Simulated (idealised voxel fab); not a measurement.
process module | voxel fin reveal
cross-section cut | 250 nm wide | cells 5 nm
A cross-section is a grid of square cells, given in bands from the top down. A band is one or more rows of cells.
Each band's line starts with the height of the band's top and of its bottom, in nm. Then come its materials from left to right, each with its width in nm. One material with "throughout" fills the band from edge to edge. "air" is empty space.
Height 0 is the level under which the wafer as received is all one material. The lowest band goes on downwards, as in "0 down".
A width such as "30 to 40" changes by the same amount from each row of cells to the next, from the band's top row to its bottom row.
"no change" after a step means that no cell of the cross-section changed.
closed voids: empty space of 8 cells or more with no open way to the top, each as width x height at its distance from the left edge, in nm
after a step's settings: what the simulator itself notes on the step
overlay nm, on a step with a mask: how far to the right of its planned place the mask lay; to the left if negative
plan
1 op RECEIVE | material Si
2 op CONFORMAL_DEP | material SiN | thk nm 10
3 op DIRECTIONAL_DEP | material aC | thk nm 15
4 op PATTERN | tone cover | mask id FINS | material resist | width nm 15 | pitch nm 40 | thk nm 35 | overlay nm -15
5 op DIRECTIONAL_ETCH | etch materials aC | depth nm 15
6 op STRIP | etch materials resist
7 op DIRECTIONAL_ETCH | etch materials SiN | depth nm 10
8 op DIRECTIONAL_ETCH | etch materials Si | depth nm 30
9 op STRIP | etch materials aC
10 op OXIDIZE | depth nm 5
11 op FILL_DEP | material SiO2 | thk nm 5
12 op CMP | height nm 10
13 op SELECTIVE_ETCH | etch materials SiO2 | depth nm 30
14 op STRIP | etch materials SiN
15 op CONFORMAL_DEP | material SiO2 | thk nm 5
varied across the wafers: overlay nm of step 4. The plan shows the first wafer's value. All wafers start alike
first wafer as received, after step 1
  0 down: Si throughout
  closed voids: none
each wafer at the end: cells of each material gained (+) or lost (-) since it was received, then its closed voids
overlay nm -15 | -329 Si | +215 SiO2 | closed voids: none
overlay nm -10 | -329 Si | +215 SiO2 | closed voids: none
overlay nm -5 | -329 Si | +215 SiO2 | closed voids: none
overlay nm 0 | -329 Si | +215 SiO2 | closed voids: none
overlay nm 5 | -329 Si | +215 SiO2 | closed voids: none
overlay nm 10 | -329 Si | +215 SiO2 | closed voids: none
overlay nm 15 | -329 Si | +215 SiO2 | closed voids: none
